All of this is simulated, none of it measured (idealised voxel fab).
The name of this process module is voxel transistor to metal.
FYI the section here is cut, 190 nm wide, cells are 5 nm squares.
Format of a cross-section: grid, square cells. Given as bands. Order: top down. Band: one or more rows of cells. Read a band's entry like this: the first values are the height of its top and the height of its bottom in nm, and what follows is the sequence of materials from left to right, each with its width in nm. Note that "empty" is empty space, and that a single material marked "edge to edge" reaches across the band from edge to edge. We count height from 0. Below that, the starting wafer is all one material. The lowest band never ends at the bottom but goes on down; see "0..down" for how that is written. A width given as "30 to 40" starts at the first number in the band's top row and ends at the second number in its bottom row, shifting by an equal amount at every step from row to row. Take "nothing altered" at face value: in the step it is given for, the cross-section changed in none of its cells. The entry titled "Closed-off voids" provides the empty spaces that have no open way to the top, restricted to those of 8 cells or more. Each is presented as width x height at distance, the distance being measured from the left edge, with all three in nm. Text after the settings on a step's line: the simulator's own remark on that step. Each step line may optionally specify "overlay nm", which for a step with a mask gives the rightward distance between the mask's planned place and where it lay, a negative value indicating the leftward direction.
The planned process steps are enumerated hereunder
| 1 | RECEIVE,material Si |
| 2 | OXIDIZE,depth nm 5 |
| 3 | CONFORMAL_DEP,material SiN,thk nm 10 |
| 4 | PATTERN,tone cover,mask id ACTIVE,material resist,width nm 120,thk nm 20,overlay nm 0 |
| 5 | DIRECTIONAL_ETCH,etch materials SiN,depth nm 10 |
| 6 | DIRECTIONAL_ETCH,etch materials SiO2,depth nm 5 |
| 7 | DIRECTIONAL_ETCH,etch materials Si,depth nm 20 |
| 8 | STRIP,etch materials resist |
| 9 | FILL_DEP,material SiO2,thk nm 15 |
| 10 | CMP,height nm 10 |
| 11 | SELECTIVE_ETCH,etch materials SiO2,depth nm 5 |
| 12 | STRIP,etch materials SiN |
| 13 | SELECTIVE_ETCH,etch materials SiO2,depth nm 5 |
| 14 | OXIDIZE,depth nm 5 |
| 15 | DIRECTIONAL_DEP,material polySi,thk nm 20 |
| 16 | DIRECTIONAL_DEP,material SiCN,thk nm 10 |
| 17 | DIRECTIONAL_DEP,material aC,thk nm 15 |
| 18 | PATTERN,tone cover,mask id GATE,material resist,width nm 30,thk nm 30,overlay nm 0 |
| 19 | DIRECTIONAL_ETCH,etch materials aC,depth nm 15 |
| 20 | STRIP,etch materials resist |
| 21 | DIRECTIONAL_ETCH,etch materials SiCN,depth nm 20 |
| 22 | DIRECTIONAL_ETCH,etch materials polySi,depth nm 30 |
| 23 | STRIP,etch materials aC |
| 24 | CONFORMAL_DEP,material SiN,thk nm 5 |
| 25 | DIRECTIONAL_ETCH,etch materials SiN,depth nm 5 |
| 26 | DIRECTIONAL_ETCH,etch materials SiO2,depth nm 5 |
| 27 | DIRECTIONAL_ETCH,etch materials Si,depth nm 10 |
| 28 | EPI,material pSi,thk nm 10 |
| 29 | FILL_DEP,material SiO2,thk nm 5 |
| 30 | CMP,height nm 15 |
| 31 | STRIP,etch materials polySi |
| 32 | SELECTIVE_ETCH,etch materials SiO2,depth nm 5 |
| 33 | CONFORMAL_DEP,material HfO2,thk nm 5 |
| 34 | CONFORMAL_DEP,material TiN,thk nm 5 |
| 35 | FILL_DEP,material W,thk nm 5 |
| 36 | CMP,height nm 10 |
| 37 | DIRECTIONAL_DEP,material SiO2,thk nm 10 |
| 38 | PATTERN,tone open,mask id CONTACT,material resist,width nm 15,pitch nm 85,thk nm 20,overlay nm 0 |
| 39 | DIRECTIONAL_ETCH,etch materials SiO2,depth nm 30 |
| 40 | STRIP,etch materials resist |
| 41 | CONFORMAL_DEP,material TiN,thk nm 5 |
| 42 | FILL_DEP,material W,thk nm 5 |
| 43 | CMP,height nm 20 |
| 44 | CONFORMAL_DEP,material SiCN,thk nm 5 |
| 45 | DIRECTIONAL_DEP,material SiO2,thk nm 15 |
| 46 | PATTERN,tone open,mask id METAL_1,material resist,width nm 15,pitch nm 85,thk nm 20,overlay nm 0 |
| 47 | DIRECTIONAL_ETCH,etch materials SiO2,depth nm 15 |
| 48 | DIRECTIONAL_ETCH,etch materials SiCN,depth nm 5 |
| 49 | STRIP,etch materials resist |
| 50 | CONFORMAL_DEP,material TiN,thk nm 5 |
| 51 | FILL_DEP,material W,thk nm 5 |
| 52 | CMP,height nm 40 |
| 53 | CONFORMAL_DEP,material SiCN,thk nm 5 |
| 54 | DIRECTIONAL_DEP,material lowk,thk nm 25 |
| 55 | DIRECTIONAL_DEP,material aC,thk nm 15 |
| 56 | PATTERN,tone open,mask id METAL_2,material resist,width nm 15,pitch nm 85,thk nm 30,overlay nm 0 |
| 57 | DIRECTIONAL_ETCH,etch materials aC,depth nm 15 |
| 58 | STRIP,etch materials resist |
| 59 | DIRECTIONAL_ETCH,etch materials lowk,depth nm 15 |
| 60 | STRIP,etch materials aC |
| 61 | PATTERN,tone open,mask id METAL_2_HOLES,material resist,width nm 15,pitch nm 85,thk nm 20,overlay nm 0 |
| 62 | DIRECTIONAL_ETCH,etch materials lowk,depth nm 10 |
| 63 | DIRECTIONAL_ETCH,etch materials SiCN,depth nm 5 |
| 64 | STRIP,etch materials resist |
| 65 | CONFORMAL_DEP,material TiN,thk nm 5 |
| 66 | FILL_DEP,material Cu,thk nm 10 |
| 67 | CMP,height nm 70 |
| 68 | CONFORMAL_DEP,material SiN,thk nm 5 |
Cross-section of the incoming wafer, state after step 1
	0..down = Si edge to edge
	Closed-off voids: none
End-of-module cross-section. Starting structure and process plan as above; one mistake made in running it
	75..70 = SiN edge to edge
	70..45 = 45 lowk  5 TiN  5 Cu  5 TiN  70 lowk  5 TiN  5 Cu  5 TiN  45 lowk
	45..40 = 45 SiCN  15 TiN  70 SiCN  15 TiN  45 SiCN
	40..25 = 45 SiO2  5 TiN  5 W  5 TiN  70 SiO2  5 TiN  5 W  5 TiN  45 SiO2
	25..20 = 45 SiCN  15 TiN  70 SiCN  15 TiN  45 SiCN
	20..15 = 45 SiO2  5 TiN  5 W  5 TiN  70 SiO2  5 TiN  5 W  5 TiN  45 SiO2
	15..10 = 45 SiO2  15 TiN  70 SiO2  15 TiN  45 SiO2
	10..0 = SiCN edge to edge
	0..-5 = SiO2 edge to edge
	-5..down = Si edge to edge
	Closed-off voids: none
Diagnosis: step 3 ran differently from the plan; actual operation with settings: CONFORMAL_DEP,material SiCN,thk nm 10
